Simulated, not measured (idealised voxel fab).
Process module heading - voxel capacitor over wiring
The cross-section shown here is cut; it is 290 nm wide and divided into square cells measuring 5 nm on a side.
Think of the cross-section as a grid of square cells. We describe it in bands, top to bottom, and each band covers one or more rows of those cells. Band entry format. Leading values: height of top, height of bottom, nm. Remainder: materials in left-to-right order, each with its width in nm. Special words: "edge to edge" on a single material, which then fills the band edge to edge; "air", empty space. A quick word on heights: they are counted from 0, and under that level the wafer as it came to us is one material throughout. The lowest band is different from the rest in having no bottom; it simply continues downward, written as in "from 0 down". A two-number width, for instance "30..40", indicates that the width is equal to the first number in the top row of the band and to the second number in the bottom row, and that it changes by a constant amount per row of cells. Basically "remains unaltered" means that step didn't change any cell in the cross-section. "Fully closed voids" lists enclosed empty spaces (at least 8 cells, no open path upward to the top), each as width x height at distance from the left edge, in nm. Past the settings on a step's line: simulator remark, on that step. "overlay nm" answers the question of how far to the right of plan the mask lay on a step that has a mask, and when it is negative the answer is to the left.
## The process steps that were planned are listed below
step 1: RECEIVE [material Si]
step 2: CONFORMAL_DEP [material SiO2] [thk nm 10]
step 3: DIRECTIONAL_DEP [material TiN] [thk nm 5]
step 4: DIRECTIONAL_DEP [material W] [thk nm 25]
step 5: MASKED_ETCH [tone cover] [mask id METAL_1] [width nm 20] [pitch nm 90] [etch materials W] [depth nm 25] [overlay nm 0]
step 6: MASKED_ETCH [tone cover] [mask id METAL_1] [width nm 20] [pitch nm 90] [etch materials TiN] [depth nm 5] [overlay nm 0]
step 7: FILL_DEP [material SiO2] [thk nm 10]
step 8: CMP [height nm 40]
step 9: CONFORMAL_DEP [material SiCN] [thk nm 5]
step 10: DIRECTIONAL_DEP [material SiO2] [thk nm 20]
step 11: MASKED_ETCH [tone open] [mask id PLUG_1] [width nm 15] [etch materials SiO2] [depth nm 20] [overlay nm 0]
step 12: MASKED_ETCH [tone open] [mask id PLUG_1] [width nm 15] [etch materials SiCN] [depth nm 5] [overlay nm 0]
step 13: EPI [material Ru] [thk nm 10]
step 14: EPI [material Ru] [thk nm 10]
step 15: EPI [material Ru] [thk nm 5]
step 16: DIRECTIONAL_DEP [material TiN] [thk nm 10]
step 17: DIRECTIONAL_DEP [material HfO2] [thk nm 5]
step 18: DIRECTIONAL_DEP [material TiN] [thk nm 5]
step 19: MASKED_ETCH [tone cover] [mask id UPPER_PLATE] [width nm 75] [etch materials TiN] [depth nm 5] [overlay nm 0]
step 20: MASKED_ETCH [tone cover] [mask id UPPER_PLATE] [width nm 75] [etch materials HfO2] [depth nm 5] [overlay nm 0]
step 21: DIRECTIONAL_DEP [material aC] [thk nm 15]
step 22: PATTERN [tone cover] [mask id LOWER_PLATE] [material resist] [width nm 85] [thk nm 30] [overlay nm 0]
step 23: DIRECTIONAL_ETCH [etch materials aC] [depth nm 15]
step 24: STRIP [etch materials resist]
step 25: DIRECTIONAL_ETCH [etch materials TiN] [depth nm 10]
step 26: STRIP [etch materials aC]
step 27: FILL_DEP [material SiO2] [thk nm 15]
step 28: CMP [height nm 95]
step 29: DIRECTIONAL_DEP [material aC] [thk nm 15]
step 30: PATTERN [tone open] [mask id PLUG_2] [material resist] [width nm 15] [thk nm 30] [overlay nm 0]
step 31: DIRECTIONAL_ETCH [etch materials aC] [depth nm 15]
step 32: STRIP [etch materials resist]
step 33: DIRECTIONAL_ETCH [etch materials SiO2] [depth nm 10]
step 34: STRIP [etch materials aC]
step 35: CONFORMAL_DEP [material TiN] [thk nm 5]
step 36: FILL_DEP [material W] [thk nm 5]
step 37: CMP [height nm 95]
step 38: CONFORMAL_DEP [material SiCN] [thk nm 5]
## first wafer, as planned
## The cross-section here shows the wafer as received, i.e. in its state after step 1
* from 0 down | Si edge to edge
* Fully closed voids: none
## Wafer after step 2 (cross-section)
* from 10 to 0 | SiO2 edge to edge
* No changes below 0.
## Wafer after step 3 (cross-section)
* from 15 to 10 | TiN edge to edge
* No changes below 10.
## Wafer after step 4 (cross-section)
* from 40 to 15 | W edge to edge
* No changes below 15.
## Wafer after step 5 (cross-section)
* from 40 to 15 | air=90, W=20, air=70, W=20, air=90
* No changes below 15.
## Wafer after step 6 (cross-section)
* from 40 to 15 | air=90, W=20, air=70, W=20, air=90
* from 15 to 10 | air=90, TiN=20, air=70, TiN=20, air=90
* No changes below 10.
## Wafer after step 7 (cross-section)
* from 50 to 40 | SiO2 edge to edge
* from 40 to 15 | SiO2=90, W=20, SiO2=70, W=20, SiO2=90
* from 15 to 10 | SiO2=90, TiN=20, SiO2=70, TiN=20, SiO2=90
* No changes below 10.
## Wafer after step 8 (cross-section)
* from 40 to 15 | SiO2=90, W=20, SiO2=70, W=20, SiO2=90
* No changes below 15.
## Wafer after step 9 (cross-section)
* from 45 to 40 | SiCN edge to edge
* No changes below 40.
## Wafer after step 10 (cross-section)
* from 65 to 45 | SiO2 edge to edge
* No changes below 45.
## Wafer after step 11 (cross-section)
* from 65 to 45 | SiO2=95, air=15, SiO2=180
* No changes below 45.
## Wafer after step 12 (cross-section)
* from 65 to 45 | SiO2=95, air=15, SiO2=180
* from 45 to 40 | SiCN=95, air=15, SiCN=180
* No changes below 40.
## Wafer after step 13 (cross-section)
* from 65 to 50 | SiO2=95, air=15, SiO2=180
* from 50 to 45 | SiO2=95, Ru=15, SiO2=180
* from 45 to 40 | SiCN=95, Ru=15, SiCN=180
* No changes below 40.
## Wafer after step 14 (cross-section)
* from 65 to 60 | SiO2=95, air=15, SiO2=180
* from 60 to 45 | SiO2=95, Ru=15, SiO2=180
* No changes below 45.
## Wafer after step 15 (cross-section)
* from 65 to 45 | SiO2=95, Ru=15, SiO2=180
* No changes below 45.
## Wafer after step 16 (cross-section)
* from 75 to 65 | TiN edge to edge
* No changes below 65.
## Wafer after step 17 (cross-section)
* from 80 to 75 | HfO2 edge to edge
* No changes below 75.
## Wafer after step 18 (cross-section)
* from 85 to 80 | TiN edge to edge
* No changes below 80.
## Wafer after step 19 (cross-section)
* from 85 to 80 | air=95, TiN=75, air=120
* No changes below 80.
## Wafer after step 20 (cross-section)
* from 85 to 80 | air=95, TiN=75, air=120
* from 80 to 75 | air=95, HfO2=75, air=120
* No changes below 75.
## Wafer after step 21 (cross-section)
* from 100 to 90 | air=95, aC=75, air=120
* from 90 to 85 | aC edge to edge
* from 85 to 80 | aC=95, TiN=75, aC=120
* from 80 to 75 | aC=95, HfO2=75, aC=120
* No changes below 75.
## Wafer after step 22 (cross-section)
* from 130 to 100 | air=90, resist=85, air=115
* from 100 to 90 | air=90, resist=5, aC=75, resist=5, air=115
* No changes below 90.
## Wafer after step 23 (cross-section)
* from 115 to 100 | air=90, resist=85, air=115
* from 100 to 90 | air=90, resist=5, aC=75, resist=5, air=115
* from 90 to 85 | air=90, aC=85, air=115
* from 85 to 80 | air=90, aC=5, TiN=75, aC=5, air=115
* from 80 to 75 | air=90, aC=5, HfO2=75, aC=5, air=115
* No changes below 75.
## Wafer after step 24 (cross-section)
* from 100 to 90 | air=95, aC=75, air=120
* No changes below 90.
## Wafer after step 25 (cross-section)
* from 100 to 90 | air=95, aC=75, air=120
* from 90 to 85 | air=90, aC=85, air=115
* from 85 to 80 | air=90, aC=5, TiN=75, aC=5, air=115
* from 80 to 75 | air=90, aC=5, HfO2=75, aC=5, air=115
* from 75 to 65 | air=90, TiN=85, air=115
* No changes below 65.
## Wafer after step 26 (cross-section)
* from 85 to 80 | air=95, TiN=75, air=120
* from 80 to 75 | air=95, HfO2=75, air=120
* No changes below 75.
## Wafer after step 27 (cross-section)
* from 100 to 85 | SiO2 edge to edge
* from 85 to 80 | SiO2=95, TiN=75, SiO2=120
* from 80 to 75 | SiO2=95, HfO2=75, SiO2=120
* from 75 to 65 | SiO2=90, TiN=85, SiO2=115
* No changes below 65.
## Wafer after step 28 (cross-section)
* from 95 to 85 | SiO2 edge to edge
* No changes below 85.
## Wafer after step 29 (cross-section)
* from 110 to 95 | aC edge to edge
* No changes below 95.
## Wafer after step 30 (cross-section)
* from 140 to 110 | resist=105, air=15, resist=170
* No changes below 110.
## Wafer after step 31 (cross-section)
* from 125 to 110 | resist=105, air=15, resist=170
* from 110 to 95 | aC=105, air=15, aC=170
* No changes below 95.
## Wafer after step 32 (cross-section)
* from 110 to 95 | aC=105, air=15, aC=170
* No changes below 95.
## Wafer after step 33 (cross-section)
* from 110 to 95 | aC=105, air=15, aC=170
* from 95 to 85 | SiO2=105, air=15, SiO2=170
* No changes below 85.
## Wafer after step 34 (cross-section)
* from 95 to 85 | SiO2=105, air=15, SiO2=170
* No changes below 85.
## Wafer after step 35 (cross-section)
* from 100 to 95 | TiN=110, air=5, TiN=175
* from 95 to 90 | SiO2=105, TiN=5, air=5, TiN=5, SiO2=170
* from 90 to 80 | SiO2=105..95, TiN=15..75, SiO2=170..120
* No changes below 80.
## Wafer after step 36 (cross-section)
* from 105 to 100 | W edge to edge
* from 100 to 95 | TiN=110, W=5, TiN=175
* from 95 to 90 | SiO2=105, TiN=5, W=5, TiN=5, SiO2=170
* No changes below 90.
## Wafer after step 37 (cross-section)
* from 95 to 90 | SiO2=105, TiN=5, W=5, TiN=5, SiO2=170
* No changes below 90.
## Wafer after step 38 (cross-section)
* from 100 to 95 | SiCN edge to edge
* No changes below 95.
## Notes, second wafer: start = first wafer's, plan = first wafer's, execution had one mistake; history identical to first through step 1
## Cross-sectional view of the second wafer at the intended end time of process step 2
* from 10 to 0 | aC edge to edge
* No changes below 0.
## Cross-sectional view of the second wafer at the intended end time of process step 3
* from 15 to 10 | TiN edge to edge
* No changes below 10.
## Cross-sectional view of the second wafer at the intended end time of process step 4
* from 40 to 15 | W edge to edge
* No changes below 15.
## Cross-sectional view of the second wafer at the intended end time of process step 5
* from 40 to 15 | air=90, W=20, air=70, W=20, air=90
* No changes below 15.
## Cross-sectional view of the second wafer at the intended end time of process step 6
* from 40 to 15 | air=90, W=20, air=70, W=20, air=90
* from 15 to 10 | air=90, TiN=20, air=70, TiN=20, air=90
* No changes below 10.
## Cross-sectional view of the second wafer at the intended end time of process step 7
* from 50 to 40 | SiO2 edge to edge
* from 40 to 15 | SiO2=90, W=20, SiO2=70, W=20, SiO2=90
* from 15 to 10 | SiO2=90, TiN=20, SiO2=70, TiN=20, SiO2=90
* No changes below 10.
## Cross-sectional view of the second wafer at the intended end time of process step 8
* from 40 to 15 | SiO2=90, W=20, SiO2=70, W=20, SiO2=90
* No changes below 15.
## Cross-sectional view of the second wafer at the intended end time of process step 9
* from 45 to 40 | SiCN edge to edge
* No changes below 40.
## Cross-sectional view of the second wafer at the intended end time of process step 10
* from 65 to 45 | SiO2 edge to edge
* No changes below 45.
## Cross-sectional view of the second wafer at the intended end time of process step 11
* from 65 to 45 | SiO2=95, air=15, SiO2=180
* No changes below 45.
## Cross-sectional view of the second wafer at the intended end time of process step 12
* from 65 to 45 | SiO2=95, air=15, SiO2=180
* from 45 to 40 | SiCN=95, air=15, SiCN=180
* No changes below 40.
## Cross-sectional view of the second wafer at the intended end time of process step 13
* from 65 to 50 | SiO2=95, air=15, SiO2=180
* from 50 to 45 | SiO2=95, Ru=15, SiO2=180
* from 45 to 40 | SiCN=95, Ru=15, SiCN=180
* No changes below 40.
## Cross-sectional view of the second wafer at the intended end time of process step 14
* from 65 to 60 | SiO2=95, air=15, SiO2=180
* from 60 to 45 | SiO2=95, Ru=15, SiO2=180
* No changes below 45.
## Cross-sectional view of the second wafer at the intended end time of process step 15
* from 65 to 45 | SiO2=95, Ru=15, SiO2=180
* No changes below 45.
## Cross-sectional view of the second wafer at the intended end time of process step 16
* from 75 to 65 | TiN edge to edge
* No changes below 65.
## Cross-sectional view of the second wafer at the intended end time of process step 17
* from 80 to 75 | HfO2 edge to edge
* No changes below 75.
## Cross-sectional view of the second wafer at the intended end time of process step 18
* from 85 to 80 | TiN edge to edge
* No changes below 80.
## Cross-sectional view of the second wafer at the intended end time of process step 19
* from 85 to 80 | air=95, TiN=75, air=120
* No changes below 80.
## Cross-sectional view of the second wafer at the intended end time of process step 20
* from 85 to 80 | air=95, TiN=75, air=120
* from 80 to 75 | air=95, HfO2=75, air=120
* No changes below 75.
## Cross-sectional view of the second wafer at the intended end time of process step 21
* from 100 to 90 | air=95, aC=75, air=120
* from 90 to 85 | aC edge to edge
* from 85 to 80 | aC=95, TiN=75, aC=120
* from 80 to 75 | aC=95, HfO2=75, aC=120
* No changes below 75.
## Cross-sectional view of the second wafer at the intended end time of process step 22
* from 130 to 100 | air=90, resist=85, air=115
* from 100 to 90 | air=90, resist=5, aC=75, resist=5, air=115
* No changes below 90.
## Cross-sectional view of the second wafer at the intended end time of process step 23
* from 115 to 100 | air=90, resist=85, air=115
* from 100 to 90 | air=90, resist=5, aC=75, resist=5, air=115
* from 90 to 85 | air=90, aC=85, air=115
* from 85 to 80 | air=90, aC=5, TiN=75, aC=5, air=115
* from 80 to 75 | air=90, aC=5, HfO2=75, aC=5, air=115
* No changes below 75.
## Cross-sectional view of the second wafer at the intended end time of process step 24
* from 100 to 90 | air=95, aC=75, air=120
* No changes below 90.
## Cross-sectional view of the second wafer at the intended end time of process step 25
* from 100 to 90 | air=95, aC=75, air=120
* from 90 to 85 | air=90, aC=85, air=115
* from 85 to 80 | air=90, aC=5, TiN=75, aC=5, air=115
* from 80 to 75 | air=90, aC=5, HfO2=75, aC=5, air=115
* from 75 to 65 | air=90, TiN=85, air=115
* No changes below 65.
## Cross-sectional view of the second wafer at the intended end time of process step 26
* from 85 to 80 | air=95, TiN=75, air=120
* from 80 to 75 | air=95, HfO2=75, air=120
* No changes below 75.
## Cross-sectional view of the second wafer at the intended end time of process step 27
* from 100 to 85 | SiO2 edge to edge
* from 85 to 80 | SiO2=95, TiN=75, SiO2=120
* from 80 to 75 | SiO2=95, HfO2=75, SiO2=120
* from 75 to 65 | SiO2=90, TiN=85, SiO2=115
* No changes below 65.
## Cross-sectional view of the second wafer at the intended end time of process step 28
* from 95 to 85 | SiO2 edge to edge
* No changes below 85.
## Cross-sectional view of the second wafer at the intended end time of process step 29
* from 110 to 95 | aC edge to edge
* No changes below 95.
## Cross-sectional view of the second wafer at the intended end time of process step 30
* from 140 to 110 | resist=105, air=15, resist=170
* No changes below 110.
## Cross-sectional view of the second wafer at the intended end time of process step 31
* from 125 to 110 | resist=105, air=15, resist=170
* from 110 to 95 | aC=105, air=15, aC=170
* No changes below 95.
## Cross-sectional view of the second wafer at the intended end time of process step 32
* from 110 to 95 | aC=105, air=15, aC=170
* No changes below 95.
## Cross-sectional view of the second wafer at the intended end time of process step 33
* from 110 to 95 | aC=105, air=15, aC=170
* from 95 to 85 | SiO2=105, air=15, SiO2=170
* No changes below 85.
## Cross-sectional view of the second wafer at the intended end time of process step 34
* from 95 to 85 | SiO2=105, air=15, SiO2=170
* No changes below 85.
## Cross-sectional view of the second wafer at the intended end time of process step 35
* from 100 to 95 | TiN=110, air=5, TiN=175
* from 95 to 90 | SiO2=105, TiN=5, air=5, TiN=5, SiO2=170
* from 90 to 80 | SiO2=105..95, TiN=15..75, SiO2=170..120
* No changes below 80.
## Cross-sectional view of the second wafer at the intended end time of process step 36
* from 105 to 100 | W edge to edge
* from 100 to 95 | TiN=110, W=5, TiN=175
* from 95 to 90 | SiO2=105, TiN=5, W=5, TiN=5, SiO2=170
* No changes below 90.
## Cross-sectional view of the second wafer at the intended end time of process step 37
* from 95 to 90 | SiO2=105, TiN=5, W=5, TiN=5, SiO2=170
* No changes below 90.
## Cross-sectional view of the second wafer at the intended end time of process step 38
* from 100 to 95 | SiCN edge to edge
* No changes below 95.
The plan and the run diverged here: step 2 was processed under conditions differing from the plan, specifically as CONFORMAL_DEP [material aC] [thk nm 10]
Final difference in cells, second wafer against first, listed per material as more or fewer: -116 SiO2 | +116 aC
